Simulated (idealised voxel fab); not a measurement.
Presented below is a process module, voxel gate over fins.
cross-section cut | 165 nm wide | cells 5 nm
Throughout this document, each cross-section is represented as a grid of square cells and is presented as a sequence of bands enumerated from the top downward, where a band comprises one or more rows of cells. For a band, the entry starts with two heights in nm, that of the top and then that of the bottom, and carries on with the band's materials in order from left to right, each alongside its width in nm; the word "full width" beside a single material means it fills the band edge to edge, and "air" means empty space. Basically, 0 is our baseline, since under it the wafer straight out of the box is all one material. The bottom band has no lower end and keeps on going down, so it looks like "0 nm and below". Quick explanation for "30 to 40": the width changes in equal steps down the rows of cells, from the first number in the band's top row to the second number in its bottom row. It should be understood that the words "no modification", when stated for a given step, signify that the cross-section underwent no change in any of its cells during that step. The entry titled "Enclosed empty spaces" provides the empty spaces that have no open way to the top, restricted to those of 8 cells or more. Each is presented as width x height at distance, the distance being measured from the left edge, with all three in nm. The remark found on a step's line after its settings is issued by the simulator itself and pertains to that step. overlay nm: for a step with a mask, the amount by which the mask lay right of where it was planned; a negative amount means left of it.

Planned process steps
1. RECEIVE: material Si
2. CONFORMAL_DEP: material SiN, thk nm 5
3. MASKED_ETCH: tone cover, mask id FINS, width nm 15, pitch nm 40, etch materials SiN, depth nm 5, overlay nm 0
4. MASKED_ETCH: tone cover, mask id FINS, width nm 15, pitch nm 40, etch materials Si, depth nm 30, overlay nm 0
5. OXIDIZE: depth nm 5
6. FILL_DEP: material SiO2, thk nm 10
7. CMP: height nm 5
8. SELECTIVE_ETCH: etch materials SiO2, depth nm 15
9. STRIP: etch materials SiN
10. CONFORMAL_DEP: material HfO2, thk nm 5
11. CONFORMAL_DEP: material TiN, thk nm 5
12. CONFORMAL_DEP: material TiAl, thk nm 5
13. CONFORMAL_DEP: material TiN, thk nm 5
14. FILL_DEP: material W, thk nm 10
15. CMP: height nm 25
16. CONFORMAL_DEP: material SiN, thk nm 10

First of two wafers - as planned

Cross-section of the wafer upon arrival, representing the state reached after step 1
0 nm and below  Si full width
Enclosed empty spaces: none

after step 2
5 nm to 0 nm  SiN full width
Whatever lies below 0 is exactly as it was before.

after step 3
5 nm to 0 nm  35 nm air, 15 nm SiN, 25 nm air, 15 nm SiN, 25 nm air, 15 nm SiN, 35 nm air
Whatever lies below 0 is exactly as it was before.

after step 4
5 nm to 0 nm  35 nm air, 15 nm SiN, 25 nm air, 15 nm SiN, 25 nm air, 15 nm SiN, 35 nm air
0 nm to -30 nm  35 nm air, 15 nm Si, 25 nm air, 15 nm Si, 25 nm air, 15 nm Si, 35 nm air
Whatever lies below -30 is exactly as it was before.

after step 5
5 nm to 0 nm  35 nm air, 15 nm SiN, 25 nm air, 15 nm SiN, 25 nm air, 15 nm SiN, 35 nm air
0 nm to -30 nm  35 nm air, 5 nm SiO2, 5 nm Si, 5 nm SiO2, 25 nm air, 5 nm SiO2, 5 nm Si, 5 nm SiO2, 25 nm air, 5 nm SiO2, 5 nm Si, 5 nm SiO2, 35 nm air
-30 nm to -35 nm  40 nm SiO2, 5 nm Si, 35 nm SiO2, 5 nm Si, 35 nm SiO2, 5 nm Si, 40 nm SiO2
Whatever lies below -35 is exactly as it was before.

after step 6
15 nm to 5 nm  SiO2 full width
5 nm to 0 nm  35 nm SiO2, 15 nm SiN, 25 nm SiO2, 15 nm SiN, 25 nm SiO2, 15 nm SiN, 35 nm SiO2
0 nm to -35 nm  40 nm SiO2, 5 nm Si, 35 nm SiO2, 5 nm Si, 35 nm SiO2, 5 nm Si, 40 nm SiO2
Whatever lies below -35 is exactly as it was before.

after step 7
5 nm to 0 nm  35 nm SiO2, 15 nm SiN, 25 nm SiO2, 15 nm SiN, 25 nm SiO2, 15 nm SiN, 35 nm SiO2
Whatever lies below 0 is exactly as it was before.

after step 8
5 nm to 0 nm  35 nm air, 15 nm SiN, 25 nm air, 15 nm SiN, 25 nm air, 15 nm SiN, 35 nm air
0 nm to -10 nm  40 nm air, 5 nm Si, 35 nm air, 5 nm Si, 35 nm air, 5 nm Si, 40 nm air
Whatever lies below -10 is exactly as it was before.

after step 9
0 nm to -10 nm  40 nm air, 5 nm Si, 35 nm air, 5 nm Si, 35 nm air, 5 nm Si, 40 nm air
Whatever lies below -10 is exactly as it was before.

after step 10
5 nm to 0 nm  35 nm air, 15 nm HfO2, 25 nm air, 15 nm HfO2, 25 nm air, 15 nm HfO2, 35 nm air
0 nm to -5 nm  35 nm air, 5 nm HfO2, 5 nm Si, 5 nm HfO2, 25 nm air, 5 nm HfO2, 5 nm Si, 5 nm HfO2, 25 nm air, 5 nm HfO2, 5 nm Si, 5 nm HfO2, 35 nm air
-5 nm to -10 nm  40 nm HfO2, 5 nm Si, 35 nm HfO2, 5 nm Si, 35 nm HfO2, 5 nm Si, 40 nm HfO2
Whatever lies below -10 is exactly as it was before.

after step 11
10 nm to 5 nm  30 nm air, 25 nm TiN, 15 nm air, 25 nm TiN, 15 nm air, 25 nm TiN, 30 nm air
5 nm to 0 nm  30 nm air, 5 nm TiN, 15 nm HfO2, 5 nm TiN, 15 nm air, 5 nm TiN, 15 nm HfO2, 5 nm TiN, 15 nm air, 5 nm TiN, 15 nm HfO2, 5 nm TiN, 30 nm air
0 nm to -5 nm  35 nm TiN, 5 nm HfO2, 5 nm Si, 5 nm HfO2, 25 nm TiN, 5 nm HfO2, 5 nm Si, 5 nm HfO2, 25 nm TiN, 5 nm HfO2, 5 nm Si, 5 nm HfO2, 35 nm TiN
Whatever lies below -5 is exactly as it was before.

after step 12
15 nm to 10 nm  25 nm air, 35 nm TiAl, 5 nm air, 35 nm TiAl, 5 nm air, 35 nm TiAl, 25 nm air
10 nm to 5 nm  25 nm air, 5 nm TiAl, 25 nm TiN, 5 nm TiAl, 5 nm air, 5 nm TiAl, 25 nm TiN, 5 nm TiAl, 5 nm air, 5 nm TiAl, 25 nm TiN, 5 nm TiAl, 25 nm air
5 nm to 0 nm  30 nm TiAl, 5 nm TiN, 15 nm HfO2, 5 nm TiN, 15 nm TiAl, 5 nm TiN, 15 nm HfO2, 5 nm TiN, 15 nm TiAl, 5 nm TiN, 15 nm HfO2, 5 nm TiN, 30 nm TiAl
Whatever lies below 0 is exactly as it was before.

after step 13
20 nm to 15 nm  20 nm air, 125 nm TiN, 20 nm air
15 nm to 10 nm  20 nm air, 5 nm TiN, 35 nm TiAl, 5 nm TiN, 35 nm TiAl, 5 nm TiN, 35 nm TiAl, 5 nm TiN, 20 nm air
10 nm to 5 nm  25 nm TiN, 5 nm TiAl, 25 nm TiN, 5 nm TiAl, 5 nm TiN, 5 nm TiAl, 25 nm TiN, 5 nm TiAl, 5 nm TiN, 5 nm TiAl, 25 nm TiN, 5 nm TiAl, 25 nm TiN
Whatever lies below 5 is exactly as it was before.

after step 14
30 nm to 20 nm  W full width
20 nm to 15 nm  20 nm W, 125 nm TiN, 20 nm W
15 nm to 10 nm  20 nm W, 5 nm TiN, 35 nm TiAl, 5 nm TiN, 35 nm TiAl, 5 nm TiN, 35 nm TiAl, 5 nm TiN, 20 nm W
Whatever lies below 10 is exactly as it was before.

after step 15
25 nm to 20 nm  W full width
Whatever lies below 20 is exactly as it was before.

after step 16
35 nm to 25 nm  SiN full width
Whatever lies below 25 is exactly as it was before.

second wafer: like start, like plan, one mistake. Through step 10 it matches the first wafer

Cross-sectional representation of the second wafer at the time designated in the plan for the completion of step 11: no modification

Cross-sectional representation of the second wafer at the time designated in the plan for the completion of step 12
10 nm to 5 nm  30 nm air, 25 nm TiAl, 15 nm air, 25 nm TiAl, 15 nm air, 25 nm TiAl, 30 nm air
5 nm to 0 nm  30 nm air, 5 nm TiAl, 15 nm HfO2, 5 nm TiAl, 15 nm air, 5 nm TiAl, 15 nm HfO2, 5 nm TiAl, 15 nm air, 5 nm TiAl, 15 nm HfO2, 5 nm TiAl, 30 nm air
0 nm to -5 nm  35 nm TiAl, 5 nm HfO2, 5 nm Si, 5 nm HfO2, 25 nm TiAl, 5 nm HfO2, 5 nm Si, 5 nm HfO2, 25 nm TiAl, 5 nm HfO2, 5 nm Si, 5 nm HfO2, 35 nm TiAl
Whatever lies below -5 is exactly as it was before.

Cross-sectional representation of the second wafer at the time designated in the plan for the completion of step 13
15 nm to 10 nm  25 nm air, 35 nm TiN, 5 nm air, 35 nm TiN, 5 nm air, 35 nm TiN, 25 nm air
10 nm to 5 nm  25 nm air, 5 nm TiN, 25 nm TiAl, 5 nm TiN, 5 nm air, 5 nm TiN, 25 nm TiAl, 5 nm TiN, 5 nm air, 5 nm TiN, 25 nm TiAl, 5 nm TiN, 25 nm air
5 nm to 0 nm  30 nm TiN, 5 nm TiAl, 15 nm HfO2, 5 nm TiAl, 15 nm TiN, 5 nm TiAl, 15 nm HfO2, 5 nm TiAl, 15 nm TiN, 5 nm TiAl, 15 nm HfO2, 5 nm TiAl, 30 nm TiN
Whatever lies below 0 is exactly as it was before.

Cross-sectional representation of the second wafer at the time designated in the plan for the completion of step 14
25 nm to 15 nm  W full width
15 nm to 10 nm  25 nm W, 35 nm TiN, 5 nm W, 35 nm TiN, 5 nm W, 35 nm TiN, 25 nm W
10 nm to 5 nm  25 nm W, 5 nm TiN, 25 nm TiAl, 5 nm TiN, 5 nm W, 5 nm TiN, 25 nm TiAl, 5 nm TiN, 5 nm W, 5 nm TiN, 25 nm TiAl, 5 nm TiN, 25 nm W
Whatever lies below 5 is exactly as it was before.

Cross-sectional representation of the second wafer at the time designated in the plan for the completion of step 15: no modification

Cross-sectional representation of the second wafer at the time designated in the plan for the completion of step 16
35 nm to 25 nm  SiN full width
Whatever lies below 25 is exactly as it was before.
Error vs. plan: step 11 of the plan was jumped over and never run
Once processing is complete, comparing cell counts shows that the second wafer has more or fewer of certain materials than the first: TiN -41 | W +41
